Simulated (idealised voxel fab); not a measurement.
The following process module bears the name voxel released beams.
Square cell edge 5 nm, section width 150 nm, ID cut.
Think of the cross-section as a grid of square cells. We describe it in bands, top to bottom, and each band covers one or more rows of those cells. In this notation a band is specified by the heights of its top and bottom, in that order and in nm, after which its materials appear from left to right, each paired with its width in nm. The word "full width" attached to a single material means that material fills the band from edge to edge; the word "blank" stands for empty space. Counting heights begins at 0, where everything beneath is, in the wafer as received, one material. The lowest band has no bottom; it goes on downwards, as "top 0, no bottom" shows. Width spec "30->40" -> top row of cells at first value, bottom row at second value, equal per-row change in between. No cell of the cross-section changed in a step that is given as "no modifications". "Closed void entries" - sealed voids, min. 8 cells, no opening to top; format: width x height at distance (distance from left edge; nm throughout). Step line, after settings: the simulator's comment on this step. overlay nm: where the mask lay relative to plan, measured to the right, on steps with a mask; negatives go left.

[Listed below are the process steps as planned]
1 RECEIVE | material Si
2 CONFORMAL_DEP | material SiN | thk nm 10
3 DIRECTIONAL_DEP | material SiO2 | thk nm 20
4 DIRECTIONAL_DEP | material aC | thk nm 15
5 PATTERN | tone open | mask id ANCHOR | material resist | width nm 25 | thk nm 30 | overlay nm 0
6 DIRECTIONAL_ETCH | etch materials aC | depth nm 15
7 STRIP | etch materials resist
8 DIRECTIONAL_ETCH | etch materials SiO2 | depth nm 20
9 STRIP | etch materials aC
10 CONFORMAL_DEP | material TiN | thk nm 10
11 MASKED_ETCH | tone cover | mask id BEAM | width nm 85 | etch materials TiN | depth nm 10 | overlay nm -15
12 STRIP | etch materials SiO2
Across this set of wafers, the varied parameter is the overlay nm of step 11. Starting conditions are identical for every wafer, and the plan reports the value assigned to the first wafer.

[Cross-section of the first of several wafers on receipt, reflecting completion of step 1]
* top 0, no bottom  Si full width
* Closed void entries: none

[Wafer cross-section (first of several) - module end, post step 12 (last step)]
* top 40, bottom 30  blank 15 nm / TiN 30 nm / blank 5 nm / TiN 50 nm / blank 50 nm
* top 30, bottom 20  blank 35 nm / TiN 10 nm / blank 5 nm / TiN 10 nm / blank 90 nm
* top 20, bottom 10  blank 35 nm / TiN 25 nm / blank 90 nm
* top 10, bottom 0  SiN full width
* top 0, no bottom  Si full width
* Closed void entries: none

[Cross-sectional depiction of the last of several wafers upon completion of the module]
* top 40, bottom 30  blank 50 nm / TiN 80 nm / blank 20 nm
* top 30, bottom 20  blank 35 nm / TiN 10 nm / blank 5 nm / TiN 10 nm / blank 90 nm
* top 20, bottom 10  blank 35 nm / TiN 25 nm / blank 90 nm
* top 10, bottom 0  SiN full width
* top 0, no bottom  Si full width
* Closed void entries: none

[Below is a per-wafer table. In it, each row describes the wafer at the end of the module by giving, for each material, the number of cells gained (+) or lost (-) since the wafer was received, and after that the closed voids of the wafer]
overlay nm -15; +60 SiN; +50 TiN; Closed void entries: none
overlay nm -10; +60 SiN; +50 TiN; Closed void entries: none
overlay nm -5; +60 SiN; +50 TiN; Closed void entries: none
overlay nm 0; +60 SiN; +50 TiN; Closed void entries: none
overlay nm 5; +60 SiN; +50 TiN; Closed void entries: none
overlay nm 10; +60 SiN; +50 TiN; Closed void entries: none
overlay nm 15; +60 SiN; +50 TiN; Closed void entries: none
